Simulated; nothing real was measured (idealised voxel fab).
A process module follows: voxel wiring stack.
In the cross-section labelled cut, the width is 300 nm and each square cell is 5 nm.
Throughout this document, each cross-section is represented as a grid of square cells and is presented as a sequence of bands enumerated from the top downward, where a band comprises one or more rows of cells.
Top, bottom (nm), then materials left to right with widths (nm); lone material tagged "full width" fills the whole band edge to edge; "empty" = empty space.
The reference from which all heights are counted is 0, the level beneath which the as-received wafer is entirely one material; the lowest band, having no lower bound, proceeds downward and is written after the example "top 0, no bottom".
Width spec "30 to 40" -> top row of cells at first value, bottom row at second value, equal per-row change in between.
"no change occurred" after a step means that no cell of the cross-section changed.
"Entrapped voids" lists enclosed empty spaces (at least 8 cells, no open path upward to the top), each as width x height at distance from the left edge, in nm.
On a step's line, text after the settings is the simulator commenting on that step.
The optional step-line setting "overlay nm" applies to steps with a mask and quantifies how far to the right of its planned location the mask lay, a negative value indicating leftward placement.

# Steps planned for the process
- 1: RECEIVE (material Si)
- 2: CONFORMAL_DEP (material SiO2; thk nm 15)
- 3: DIRECTIONAL_DEP (material TiN; thk nm 5)
- 4: DIRECTIONAL_DEP (material Ru; thk nm 25)
- 5: PATTERN (tone cover; mask id METAL_1; material resist; width nm 30; pitch nm 45; thk nm 20; overlay nm 0)
- 6: DIRECTIONAL_ETCH (etch materials Ru; depth nm 25)
- 7: DIRECTIONAL_ETCH (etch materials TiN; depth nm 5)
- 8: STRIP (etch materials resist)
- 9: CONFORMAL_DEP (material SiN; thk nm 5)
- 10: FILL_DEP (material lowk; thk nm 10)
- 11: CMP (height nm 45)
- 12: CONFORMAL_DEP (material SiCN; thk nm 5)
- 13: DIRECTIONAL_DEP (material lowk; thk nm 30)
- 14: MASKED_ETCH (tone open; mask id METAL_2_HOLES; width nm 15; pitch nm 45; etch materials lowk; depth nm 30; overlay nm 0)
- 15: MASKED_ETCH (tone open; mask id METAL_2; width nm 30; pitch nm 45; etch materials lowk; depth nm 15; overlay nm 0)
- 16: MASKED_ETCH (tone open; mask id METAL_2; width nm 30; pitch nm 45; etch materials SiCN; depth nm 5; overlay nm 0)
- 17: CONFORMAL_DEP (material TiN; thk nm 5)
- 18: FILL_DEP (material Cu; thk nm 10)
- 19: CMP (height nm 80)
- 20: CONFORMAL_DEP (material SiCN; thk nm 5)
- 21: DIRECTIONAL_DEP (material SiO2; thk nm 30)
- 22: PATTERN (tone open; mask id METAL_3; material resist; width nm 30; pitch nm 45; thk nm 20; overlay nm 0)
- 23: DIRECTIONAL_ETCH (etch materials SiO2; depth nm 15)
- 24: STRIP (etch materials resist)
- 25: MASKED_ETCH (tone open; mask id METAL_3_HOLES; width nm 15; pitch nm 45; etch materials SiO2; depth nm 15; overlay nm 0)
- 26: MASKED_ETCH (tone open; mask id METAL_3_HOLES; width nm 15; pitch nm 45; etch materials SiCN; depth nm 5; overlay nm 0)
- 27: CONFORMAL_DEP (material TiN; thk nm 5)
- 28: FILL_DEP (material Cu; thk nm 10)
- 29: CMP (height nm 115)
- 30: CONFORMAL_DEP (material SiN; thk nm 5)

# Cross-section: wafer on arrival = after step 1
top 0, no bottom  Si full width
Entrapped voids: none

# End-of-module cross-section of the first of two wafers, processed as planned
top 120, bottom 115  SiN full width
top 115, bottom 105  SiO2 65 nm / TiN 5 nm / Cu 20 nm / TiN 5 nm / SiO2 15 nm / TiN 5 nm / Cu 20 nm / TiN 5 nm / SiO2 15 nm / TiN 5 nm / Cu 20 nm / TiN 5 nm / SiO2 15 nm / TiN 5 nm / Cu 20 nm / TiN 5 nm / SiO2 70 nm
top 105, bottom 100  SiO2 65 nm / TiN 5 nm / Cu 5 nm / TiN 20 nm / SiO2 15 nm / TiN 5 nm / Cu 5 nm / TiN 20 nm / SiO2 15 nm / TiN 5 nm / Cu 5 nm / TiN 20 nm / SiO2 15 nm / TiN 5 nm / Cu 5 nm / TiN 20 nm / SiO2 70 nm
top 100, bottom 85  SiO2 65 nm / TiN 5 nm / Cu 5 nm / TiN 5 nm / SiO2 30 nm / TiN 5 nm / Cu 5 nm / TiN 5 nm / SiO2 30 nm / TiN 5 nm / Cu 5 nm / TiN 5 nm / SiO2 30 nm / TiN 5 nm / Cu 5 nm / TiN 5 nm / SiO2 85 nm
top 85, bottom 80  SiCN 65 nm / TiN 15 nm / SiCN 30 nm / TiN 15 nm / SiCN 30 nm / TiN 15 nm / SiCN 30 nm / TiN 15 nm / SiCN 85 nm
top 80, bottom 70  lowk 65 nm / TiN 5 nm / Cu 20 nm / TiN 5 nm / lowk 15 nm / TiN 5 nm / Cu 20 nm / TiN 5 nm / lowk 15 nm / TiN 5 nm / Cu 20 nm / TiN 5 nm / lowk 15 nm / TiN 5 nm / Cu 20 nm / TiN 5 nm / lowk 70 nm
top 70, bottom 65  lowk 65 nm / TiN 5 nm / Cu 5 nm / TiN 20 nm / lowk 15 nm / TiN 5 nm / Cu 5 nm / TiN 20 nm / lowk 15 nm / TiN 5 nm / Cu 5 nm / TiN 20 nm / lowk 15 nm / TiN 5 nm / Cu 5 nm / TiN 20 nm / lowk 70 nm
top 65, bottom 50  lowk 65 nm / TiN 5 nm / Cu 5 nm / TiN 5 nm / lowk 30 nm / TiN 5 nm / Cu 5 nm / TiN 5 nm / lowk 30 nm / TiN 5 nm / Cu 5 nm / TiN 5 nm / lowk 30 nm / TiN 5 nm / Cu 5 nm / TiN 5 nm / lowk 85 nm
top 50, bottom 45  SiCN 65 nm / TiN 15 nm / SiCN 30 nm / TiN 15 nm / SiCN 30 nm / TiN 15 nm / SiCN 30 nm / TiN 15 nm / SiCN 85 nm
top 45, bottom 20  lowk 60 nm / SiN 5 nm / Ru 30 nm / SiN 5 nm / lowk 5 nm / SiN 5 nm / Ru 30 nm / SiN 5 nm / lowk 5 nm / SiN 5 nm / Ru 30 nm / SiN 5 nm / lowk 5 nm / SiN 5 nm / Ru 30 nm / SiN 5 nm / lowk 65 nm
top 20, bottom 15  SiN 65 nm / TiN 30 nm / SiN 15 nm / TiN 30 nm / SiN 15 nm / TiN 30 nm / SiN 15 nm / TiN 30 nm / SiN 70 nm
top 15, bottom 0  SiO2 full width
top 0, no bottom  Si full width
Entrapped voids: none

# This cross-section belongs to the second wafer of two at the end of the module; the start and the plan were shared with the first, and the run included one mistake
top 120, bottom 115  SiN full width
top 115, bottom 105  SiO2 65 nm / TiN 5 nm / Cu 20 nm / TiN 5 nm / SiO2 15 nm / TiN 5 nm / Cu 20 nm / TiN 5 nm / SiO2 15 nm / TiN 5 nm / Cu 20 nm / TiN 5 nm / SiO2 15 nm / TiN 5 nm / Cu 20 nm / TiN 5 nm / SiO2 70 nm
top 105, bottom 100  SiO2 65 nm / TiN 5 nm / Cu 5 nm / TiN 20 nm / SiO2 15 nm / TiN 5 nm / Cu 5 nm / TiN 20 nm / SiO2 15 nm / TiN 5 nm / Cu 5 nm / TiN 20 nm / SiO2 15 nm / TiN 5 nm / Cu 5 nm / TiN 20 nm / SiO2 70 nm
top 100, bottom 85  SiO2 65 nm / TiN 5 nm / Cu 5 nm / TiN 5 nm / SiO2 30 nm / TiN 5 nm / Cu 5 nm / TiN 5 nm / SiO2 30 nm / TiN 5 nm / Cu 5 nm / TiN 5 nm / SiO2 30 nm / TiN 5 nm / Cu 5 nm / TiN 5 nm / SiO2 85 nm
top 85, bottom 80  SiCN 65 nm / TiN 15 nm / SiCN 30 nm / TiN 15 nm / SiCN 30 nm / TiN 15 nm / SiCN 30 nm / TiN 15 nm / SiCN 85 nm
top 80, bottom 70  lowk 65 nm / TiN 5 nm / Cu 20 nm / TiN 5 nm / lowk 15 nm / TiN 5 nm / Cu 20 nm / TiN 5 nm / lowk 15 nm / TiN 5 nm / Cu 20 nm / TiN 5 nm / lowk 15 nm / TiN 5 nm / Cu 20 nm / TiN 5 nm / lowk 70 nm
top 70, bottom 65  lowk 65 nm / TiN 5 nm / Cu 5 nm / TiN 20 nm / lowk 15 nm / TiN 5 nm / Cu 5 nm / TiN 20 nm / lowk 15 nm / TiN 5 nm / Cu 5 nm / TiN 20 nm / lowk 15 nm / TiN 5 nm / Cu 5 nm / TiN 20 nm / lowk 70 nm
top 65, bottom 50  lowk 65 nm / TiN 5 nm / Cu 5 nm / TiN 5 nm / lowk 30 nm / TiN 5 nm / Cu 5 nm / TiN 5 nm / lowk 30 nm / TiN 5 nm / Cu 5 nm / TiN 5 nm / lowk 30 nm / TiN 5 nm / Cu 5 nm / TiN 5 nm / lowk 85 nm
top 50, bottom 45  SiCN 65 nm / TiN 15 nm / SiCN 30 nm / TiN 15 nm / SiCN 30 nm / TiN 15 nm / SiCN 30 nm / TiN 15 nm / SiCN 85 nm
top 45, bottom 40  lowk 60 nm / SiN 40 nm / lowk 5 nm / SiN 40 nm / lowk 5 nm / SiN 40 nm / lowk 5 nm / SiN 40 nm / lowk 65 nm
top 40, bottom 20  lowk 60 nm / SiN 5 nm / Ru 30 nm / SiN 5 nm / lowk 5 nm / SiN 5 nm / Ru 30 nm / SiN 5 nm / lowk 5 nm / SiN 5 nm / Ru 30 nm / SiN 5 nm / lowk 5 nm / SiN 5 nm / Ru 30 nm / SiN 5 nm / lowk 65 nm
top 20, bottom 15  SiN 65 nm / Ru 30 nm / SiN 15 nm / Ru 30 nm / SiN 15 nm / Ru 30 nm / SiN 15 nm / Ru 30 nm / SiN 70 nm
top 15, bottom 0  SiO2 full width
top 0, no bottom  Si full width
Entrapped voids: none
Finding, execution versus plan: yeah, step 3 of the plan got skipped, never ran
Wafer comparison, final, in cells, second relative to first, materials more or fewer: SiN +24 | TiN -24
